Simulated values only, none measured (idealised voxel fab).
Title: Process Module voxel self aligned vias
We display cut, a cross-section 235 nm in width whose square cells are each 5 nm.
Each cross-section below is a grid of square cells, stated as bands in top-down order, with one or more rows of cells making up each band.
Each band's line starts with the height of the band's top and of its bottom, in nm. Then come its materials from left to right, each with its width in nm. One material with "throughout" fills the band from edge to edge. "air" is empty space.
Where do heights start? At 0: under that level the wafer as delivered is made of one material only. And the lowest band has no floor; it just carries on downward, as in "z 0 and below".
The notation "30 to 40" denotes a width that varies across the rows of cells in the band, beginning at the first number in the top row, finishing at the second number in the bottom row, and changing by an identical amount from each row to the next.
Key: "no change" - step with no changed cell in the cross-section.
The label "Completely enclosed voids" introduces a list of the empty spaces, 8 cells or larger, that have no open way up to the top; each entry in it reads width x height at distance, where the distance is taken from the left edge and all three are stated in nm.
The remark found on a step's line after its settings is issued by the simulator itself and pertains to that step.
Regarding "overlay nm": on a step with a mask, it is the distance the mask lay to the right of its planned place; a negative value places it to the left.
PLAN
1,RECEIVE: material Si
2,CONFORMAL_DEP: material SiO2, thk nm 15
3,CONFORMAL_DEP: material SiCN, thk nm 5
4,DIRECTIONAL_DEP: material SiO2, thk nm 30
5,MASKED_ETCH: tone open, mask id LINES, width nm 25, pitch nm 60, etch materials SiO2, depth nm 30, overlay nm 0
6,CONFORMAL_DEP: material TiN, thk nm 5
7,FILL_DEP: material W, thk nm 10
8,CMP: height nm 50
9,SELECTIVE_ETCH: etch materials W Ru TiN, depth nm 5
10,FILL_DEP: material SiN, thk nm 5
11,CMP: height nm 50
12,DIRECTIONAL_DEP: material SiO2, thk nm 15
13,MASKED_ETCH: tone open, mask id VIAS, width nm 35, pitch nm 60, etch materials SiO2, depth nm 15, overlay nm 0
14,MASKED_ETCH: tone open, mask id VIAS, width nm 35, pitch nm 60, etch materials SiN, depth nm 5, overlay nm 0
15,CONFORMAL_DEP: material TiN, thk nm 5
16,FILL_DEP: material Cu, thk nm 5
17,CMP: height nm 65
18,CONFORMAL_DEP: material SiCN, thk nm 5
THE FIRST OF TWO WAFERS, RUN AS PLANNED
AS RECEIVED (POST STEP 1): CROSS-SECTION
z 0 and below | Si throughout
Completely enclosed voids: none
WAFER AFTER STEP 2 (CROSS-SECTION)
z 15 to 0 | SiO2 throughout
Nothing below the height 0 has changed.
WAFER AFTER STEP 3 (CROSS-SECTION)
z 20 to 15 | SiCN throughout
Nothing below the height 15 has changed.
WAFER AFTER STEP 4 (CROSS-SECTION)
z 50 to 20 | SiO2 throughout
Nothing below the height 20 has changed.
WAFER AFTER STEP 5 (CROSS-SECTION)
z 50 to 20 | SiO2 75 nm  air 25 nm  SiO2 35 nm  air 25 nm  SiO2 75 nm
Nothing below the height 20 has changed.
WAFER AFTER STEP 6 (CROSS-SECTION)
z 55 to 50 | TiN 80 nm  air 15 nm  TiN 45 nm  air 15 nm  TiN 80 nm
z 50 to 25 | SiO2 75 nm  TiN 5 nm  air 15 nm  TiN 5 nm  SiO2 35 nm  TiN 5 nm  air 15 nm  TiN 5 nm  SiO2 75 nm
z 25 to 20 | SiO2 75 nm  TiN 25 nm  SiO2 35 nm  TiN 25 nm  SiO2 75 nm
Nothing below the height 20 has changed.
WAFER AFTER STEP 7 (CROSS-SECTION)
z 65 to 55 | W throughout
z 55 to 50 | TiN 80 nm  W 15 nm  TiN 45 nm  W 15 nm  TiN 80 nm
z 50 to 25 | SiO2 75 nm  TiN 5 nm  W 15 nm  TiN 5 nm  SiO2 35 nm  TiN 5 nm  W 15 nm  TiN 5 nm  SiO2 75 nm
Nothing below the height 25 has changed.
WAFER AFTER STEP 8 (CROSS-SECTION)
z 50 to 25 | SiO2 75 nm  TiN 5 nm  W 15 nm  TiN 5 nm  SiO2 35 nm  TiN 5 nm  W 15 nm  TiN 5 nm  SiO2 75 nm
Nothing below the height 25 has changed.
WAFER AFTER STEP 9 (CROSS-SECTION)
z 50 to 45 | SiO2 75 nm  air 25 nm  SiO2 35 nm  air 25 nm  SiO2 75 nm
Nothing below the height 45 has changed.
WAFER AFTER STEP 10 (CROSS-SECTION)
z 55 to 50 | SiN throughout
z 50 to 45 | SiO2 75 nm  SiN 25 nm  SiO2 35 nm  SiN 25 nm  SiO2 75 nm
Nothing below the height 45 has changed.
WAFER AFTER STEP 11 (CROSS-SECTION)
z 50 to 45 | SiO2 75 nm  SiN 25 nm  SiO2 35 nm  SiN 25 nm  SiO2 75 nm
Nothing below the height 45 has changed.
WAFER AFTER STEP 12 (CROSS-SECTION)
z 65 to 50 | SiO2 throughout
Nothing below the height 50 has changed.
WAFER AFTER STEP 13 (CROSS-SECTION)
z 65 to 50 | SiO2 70 nm  air 35 nm  SiO2 25 nm  air 35 nm  SiO2 70 nm
Nothing below the height 50 has changed.
WAFER AFTER STEP 14 (CROSS-SECTION)
z 65 to 50 | SiO2 70 nm  air 35 nm  SiO2 25 nm  air 35 nm  SiO2 70 nm
z 50 to 45 | SiO2 75 nm  air 25 nm  SiO2 35 nm  air 25 nm  SiO2 75 nm
Nothing below the height 45 has changed.
WAFER AFTER STEP 15 (CROSS-SECTION)
z 70 to 65 | TiN 75 nm  air 25 nm  TiN 35 nm  air 25 nm  TiN 75 nm
z 65 to 55 | SiO2 70 nm  TiN 5 nm  air 25 nm  TiN 5 nm  SiO2 25 nm  TiN 5 nm  air 25 nm  TiN 5 nm  SiO2 70 nm
z 55 to 50 | SiO2 70 nm  TiN 10 nm  air 15 nm  TiN 10 nm  SiO2 25 nm  TiN 10 nm  air 15 nm  TiN 10 nm  SiO2 70 nm
z 50 to 45 | SiO2 75 nm  TiN 25 nm  SiO2 35 nm  TiN 25 nm  SiO2 75 nm
Nothing below the height 45 has changed.
WAFER AFTER STEP 16 (CROSS-SECTION)
z 75 to 70 | Cu throughout
z 70 to 65 | TiN 75 nm  Cu 25 nm  TiN 35 nm  Cu 25 nm  TiN 75 nm
z 65 to 55 | SiO2 70 nm  TiN 5 nm  Cu 25 nm  TiN 5 nm  SiO2 25 nm  TiN 5 nm  Cu 25 nm  TiN 5 nm  SiO2 70 nm
z 55 to 50 | SiO2 70 nm  TiN 10 nm  Cu 15 nm  TiN 10 nm  SiO2 25 nm  TiN 10 nm  Cu 15 nm  TiN 10 nm  SiO2 70 nm
Nothing below the height 50 has changed.
WAFER AFTER STEP 17 (CROSS-SECTION)
z 65 to 55 | SiO2 70 nm  TiN 5 nm  Cu 25 nm  TiN 5 nm  SiO2 25 nm  TiN 5 nm  Cu 25 nm  TiN 5 nm  SiO2 70 nm
Nothing below the height 55 has changed.
WAFER AFTER STEP 18 (CROSS-SECTION)
z 70 to 65 | SiCN throughout
Nothing below the height 65 has changed.
THE REMAINING WAFER, SECOND OF THE TWO, STARTED LIKE THE FIRST AND WAS RUN TO THE SAME PLAN, EXCEPT THAT ONE MISTAKE WAS MADE ALONG THE WAY; THE TWO COINCIDE THROUGH STEP 1, INCLUSIVE
Cross-section of the second wafer corresponding to the planned conclusion of step 2: no change
CROSS-SECTION OF THE SECOND WAFER CORRESPONDING TO THE PLANNED CONCLUSION OF STEP 3
z 5 to 0 | SiCN throughout
Nothing below the height 0 has changed.
CROSS-SECTION OF THE SECOND WAFER CORRESPONDING TO THE PLANNED CONCLUSION OF STEP 4
z 35 to 5 | SiO2 throughout
Nothing below the height 5 has changed.
CROSS-SECTION OF THE SECOND WAFER CORRESPONDING TO THE PLANNED CONCLUSION OF STEP 5
z 35 to 5 | SiO2 75 nm  air 25 nm  SiO2 35 nm  air 25 nm  SiO2 75 nm
Nothing below the height 5 has changed.
CROSS-SECTION OF THE SECOND WAFER CORRESPONDING TO THE PLANNED CONCLUSION OF STEP 6
z 40 to 35 | TiN 80 nm  air 15 nm  TiN 45 nm  air 15 nm  TiN 80 nm
z 35 to 10 | SiO2 75 nm  TiN 5 nm  air 15 nm  TiN 5 nm  SiO2 35 nm  TiN 5 nm  air 15 nm  TiN 5 nm  SiO2 75 nm
z 10 to 5 | SiO2 75 nm  TiN 25 nm  SiO2 35 nm  TiN 25 nm  SiO2 75 nm
Nothing below the height 5 has changed.
CROSS-SECTION OF THE SECOND WAFER CORRESPONDING TO THE PLANNED CONCLUSION OF STEP 7
z 50 to 40 | W throughout
z 40 to 35 | TiN 80 nm  W 15 nm  TiN 45 nm  W 15 nm  TiN 80 nm
z 35 to 10 | SiO2 75 nm  TiN 5 nm  W 15 nm  TiN 5 nm  SiO2 35 nm  TiN 5 nm  W 15 nm  TiN 5 nm  SiO2 75 nm
Nothing below the height 10 has changed.
Cross-section of the second wafer corresponding to the planned conclusion of step 8: no change
CROSS-SECTION OF THE SECOND WAFER CORRESPONDING TO THE PLANNED CONCLUSION OF STEP 9
z 45 to 40 | W throughout
Nothing below the height 40 has changed.
CROSS-SECTION OF THE SECOND WAFER CORRESPONDING TO THE PLANNED CONCLUSION OF STEP 10
z 50 to 45 | SiN throughout
Nothing below the height 45 has changed.
Cross-section of the second wafer corresponding to the planned conclusion of step 11: no change
CROSS-SECTION OF THE SECOND WAFER CORRESPONDING TO THE PLANNED CONCLUSION OF STEP 12
z 65 to 50 | SiO2 throughout
Nothing below the height 50 has changed.
CROSS-SECTION OF THE SECOND WAFER CORRESPONDING TO THE PLANNED CONCLUSION OF STEP 13
z 65 to 50 | SiO2 70 nm  air 35 nm  SiO2 25 nm  air 35 nm  SiO2 70 nm
Nothing below the height 50 has changed.
CROSS-SECTION OF THE SECOND WAFER CORRESPONDING TO THE PLANNED CONCLUSION OF STEP 14
z 65 to 50 | SiO2 70 nm  air 35 nm  SiO2 25 nm  air 35 nm  SiO2 70 nm
z 50 to 45 | SiN 70 nm  air 35 nm  SiN 25 nm  air 35 nm  SiN 70 nm
Nothing below the height 45 has changed.
CROSS-SECTION OF THE SECOND WAFER CORRESPONDING TO THE PLANNED CONCLUSION OF STEP 15
z 70 to 65 | TiN 75 nm  air 25 nm  TiN 35 nm  air 25 nm  TiN 75 nm
z 65 to 50 | SiO2 70 nm  TiN 5 nm  air 25 nm  TiN 5 nm  SiO2 25 nm  TiN 5 nm  air 25 nm  TiN 5 nm  SiO2 70 nm
z 50 to 45 | SiN 70 nm  TiN 35 nm  SiN 25 nm  TiN 35 nm  SiN 70 nm
Nothing below the height 45 has changed.
CROSS-SECTION OF THE SECOND WAFER CORRESPONDING TO THE PLANNED CONCLUSION OF STEP 16
z 75 to 70 | Cu throughout
z 70 to 65 | TiN 75 nm  Cu 25 nm  TiN 35 nm  Cu 25 nm  TiN 75 nm
z 65 to 50 | SiO2 70 nm  TiN 5 nm  Cu 25 nm  TiN 5 nm  SiO2 25 nm  TiN 5 nm  Cu 25 nm  TiN 5 nm  SiO2 70 nm
Nothing below the height 50 has changed.
CROSS-SECTION OF THE SECOND WAFER CORRESPONDING TO THE PLANNED CONCLUSION OF STEP 17
z 65 to 50 | SiO2 70 nm  TiN 5 nm  Cu 25 nm  TiN 5 nm  SiO2 25 nm  TiN 5 nm  Cu 25 nm  TiN 5 nm  SiO2 70 nm
Nothing below the height 50 has changed.
CROSS-SECTION OF THE SECOND WAFER CORRESPONDING TO THE PLANNED CONCLUSION OF STEP 18
z 70 to 65 | SiCN throughout
Nothing below the height 65 has changed.
Error vs. plan: no execution of plan step 2; skipped
Final cells, second wafer relative to first, materials higher or lower: Cu: 4 more | SiN: 33 more | SiO2: 141 fewer | TiN: 45 more | W: 59 more
